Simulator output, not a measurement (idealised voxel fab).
Herein follows the process module entitled voxel gate over fins.
Each square cell in cross-section cut measures 5 nm, and the section as a whole is 225 nm wide.
In what follows, cross-sections appear as grids of square cells, described through bands that run from the top down, where every band is one or more rows of cells. What a band's entry tells you: where the top is and where the bottom is, as heights in nm, and after that what lies inside, material by material from left to right, each with its width in nm. Empty space is written as the word "air", and a single material marked with the word "everywhere" occupies the band from edge to edge. Where do heights start? At 0: under that level the wafer as delivered is made of one material only. And the lowest band has no floor; it just carries on downward, as in "0 nm and below". When a width is written as two numbers, as in "30 to 40", the first number is the width in the top row of cells of the band and the second is the width in its bottom row, and the width changes by the same amount from each row to the next. "no alteration" after a step means that no cell of the cross-section changed. If an empty space has no open way to the top and is at least 8 cells in size, "Closed empty spaces" lists it, written width x height at distance, where distance is measured from the left edge and every value is in nm. That trailing text on a step's line, after the settings, is the simulator's own remark on the step. overlay nm: mask right of planned place by this much (step with mask). Neg. = left.

THE STEPS PLANNED FOR THE PROCESS ARE AS FOLLOWS
step 1: RECEIVE: material Si
step 2: CONFORMAL_DEP: material SiN, thk nm 5
step 3: DIRECTIONAL_DEP: material aC, thk nm 15
step 4: PATTERN: tone cover, mask id FINS, material resist, width nm 15, pitch nm 40, thk nm 35, overlay nm 0
step 5: DIRECTIONAL_ETCH: etch materials aC, depth nm 15
step 6: STRIP: etch materials resist
step 7: DIRECTIONAL_ETCH: etch materials SiN, depth nm 5
step 8: DIRECTIONAL_ETCH: etch materials Si, depth nm 35
step 9: STRIP: etch materials aC
step 10: OXIDIZE: depth nm 5
step 11: FILL_DEP: material SiO2, thk nm 15
step 12: CMP: height nm 5
step 13: SELECTIVE_ETCH: etch materials SiO2, depth nm 15
step 14: STRIP: etch materials SiN
step 15: CONFORMAL_DEP: material HfO2, thk nm 5
step 16: CONFORMAL_DEP: material TiN, thk nm 5
step 17: CONFORMAL_DEP: material TiAl, thk nm 5
step 18: CONFORMAL_DEP: material TiN, thk nm 5
step 19: FILL_DEP: material W, thk nm 10
step 20: CMP: height nm 25
step 21: CONFORMAL_DEP: material SiCN, thk nm 5

CROSS-SECTION OF THE INCOMING WAFER, STATE AFTER STEP 1
    0 nm and below  Si everywhere
    Closed empty spaces: none

CROSS-SECTION, FIRST OF TWO WAFERS, END OF MODULE, RUN AS PLANNED
    30 nm to 25 nm  SiCN everywhere
    25 nm to 20 nm  W everywhere
    20 nm to 15 nm  30 of W / 165 of TiN / 30 of W
    15 nm to 10 nm  30 of W / 5 of TiN / 35 of TiAl / 5 of TiN / 35 of TiAl / 5 of TiN / 35 of TiAl / 5 of TiN / 35 of TiAl / 5 of TiN / 30 of W
    10 nm to 5 nm  35 of TiN / 5 of TiAl / 25 of TiN / 5 of TiAl / 5 of TiN / 5 of TiAl / 25 of TiN / 5 of TiAl / 5 of TiN / 5 of TiAl / 25 of TiN / 5 of TiAl / 5 of TiN / 5 of TiAl / 25 of TiN / 5 of TiAl / 35 of TiN
    5 nm to 0 nm  40 of TiAl / 5 of TiN / 15 of HfO2 / 5 of TiN / 15 of TiAl / 5 of TiN / 15 of HfO2 / 5 of TiN / 15 of TiAl / 5 of TiN / 15 of HfO2 / 5 of TiN / 15 of TiAl / 5 of TiN / 15 of HfO2 / 5 of TiN / 40 of TiAl
    0 nm to -5 nm  45 of TiN / 5 of HfO2 / 5 of Si / 5 of HfO2 / 25 of TiN / 5 of HfO2 / 5 of Si / 5 of HfO2 / 25 of TiN / 5 of HfO2 / 5 of Si / 5 of HfO2 / 25 of TiN / 5 of HfO2 / 5 of Si / 5 of HfO2 / 45 of TiN
    -5 nm to -10 nm  50 of HfO2 / 5 of Si / 35 of HfO2 / 5 of Si / 35 of HfO2 / 5 of Si / 35 of HfO2 / 5 of Si / 50 of HfO2
    -10 nm to -40 nm  50 of SiO2 / 5 of Si / 35 of SiO2 / 5 of Si / 35 of SiO2 / 5 of Si / 35 of SiO2 / 5 of Si / 50 of SiO2
    -40 nm and below  Si everywhere
    Closed empty spaces: none

HERE IS THE SECOND OF THE TWO WAFERS CUT OPEN AT THE END OF THE MODULE - SAME START, SAME PLAN AS THE FIRST ONE, BUT WE MADE ONE MISTAKE RUNNING IT
    30 nm to 25 nm  SiCN everywhere
    25 nm to 20 nm  W everywhere
    20 nm to 15 nm  TiN everywhere
    15 nm to 10 nm  TiAl everywhere
    10 nm to 5 nm  50 of TiN / 5 of TiAl / 35 of TiN / 5 of TiAl / 35 of TiN / 5 of TiAl / 35 of TiN / 5 of TiAl / 50 of TiN
    5 nm to 0 nm  45 of HfO2 / 5 of TiN / 5 of TiAl / 5 of TiN / 25 of HfO2 / 5 of TiN / 5 of TiAl / 5 of TiN / 25 of HfO2 / 5 of TiN / 5 of TiAl / 5 of TiN / 25 of HfO2 / 5 of TiN / 5 of TiAl / 5 of TiN / 45 of HfO2
    0 nm to -5 nm  40 of Si / 5 of HfO2 / 15 of TiN / 5 of HfO2 / 15 of Si / 5 of HfO2 / 15 of TiN / 5 of HfO2 / 15 of Si / 5 of HfO2 / 15 of TiN / 5 of HfO2 / 15 of Si / 5 of HfO2 / 15 of TiN / 5 of HfO2 / 40 of Si
    -5 nm to -10 nm  40 of Si / 25 of HfO2 / 15 of Si / 25 of HfO2 / 15 of Si / 25 of HfO2 / 15 of Si / 25 of HfO2 / 40 of Si
    -10 nm to -40 nm  40 of Si / 25 of SiO2 / 15 of Si / 25 of SiO2 / 15 of Si / 25 of SiO2 / 15 of Si / 25 of SiO2 / 40 of Si
    -40 nm and below  Si everywhere
    Closed empty spaces: none
Where did the run depart from the plan? in deviation from the planned setting, step 4 was conducted as PATTERN: tone open, mask id FINS, material resist, width nm 15, pitch nm 40, thk nm 35, overlay nm 0
Final comparison by cell count, materials where the second wafer has more or fewer than the first: Si +168, SiO2 -126, TiAl -8, TiN -10, W -24
